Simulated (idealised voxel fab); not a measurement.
Process module in this document: voxel local oxidation
We display cut, a cross-section 165 nm in width whose square cells are each 5 nm.
We lay out every cross-section as a grid of square cells and spell it out in bands from the top down, where one band means one or more rows of cells.
For a band, the entry starts with two heights in nm, that of the top and then that of the bottom, and carries on with the band's materials in order from left to right, each alongside its width in nm; the word "all across" beside a single material means it fills the band edge to edge, and "air" means empty space.
Beneath 0, the wafer as received is one material, and that level is where height counting begins. The lowest band goes on downward without a bottom; it is written like "0..down".
The expression "30 to 40" gives the width at the extremes of the band, the first number at its top row of cells and the second at its bottom row, with the width changing by equal amounts from each row to the next in between.
For the purposes of this document, the phrase "nothing was modified" attached to a step denotes that no cell within the cross-section was modified by that step.
"Listed closed voids" - sealed voids, min. 8 cells, no opening to top; format: width x height at distance (distance from left edge; nm throughout).
Post-settings text on a step line: simulator's own remark regarding the step.
Among the settings permitted on a step's line is "overlay nm"; applied to a step with a mask, it specifies the extent to which the mask lay to the right of its planned position, whereas a negative figure signifies a position to the left.

Intended process steps
1,RECEIVE [material Si]
2,OXIDIZE [depth nm 5]
3,CONFORMAL_DEP [material SiN] [thk nm 10]
4,MASKED_ETCH [tone cover] [mask id ACTIVE] [width nm 110] [etch materials SiN] [depth nm 10] [overlay nm 0]
5,SELECTIVE_ETCH [etch materials SiO2] [depth nm 5]
6,OXIDIZE [depth nm 15]
7,STRIP [etch materials SiN]
Don't read the plan's depth nm for step 5 as applying to every wafer: that's the first wafer's value, and the wafers differ in it, though they all start identical.

Here's the first of the wafers in cross-section, just as we got it, i.e. after step 1
  0..down  Si all across
  Listed closed voids: none

each wafer at the end: cells of each material gained (+) or lost (-) since it was received, then its closed voids
depth nm 5; -90 Si; +77 SiO2; Listed closed voids: none
depth nm 10; -96 Si; +81 SiO2; Listed closed voids: none
depth nm 15; -102 Si; +85 SiO2; Listed closed voids: none
depth nm 20; -108 Si; +89 SiO2; Listed closed voids: none
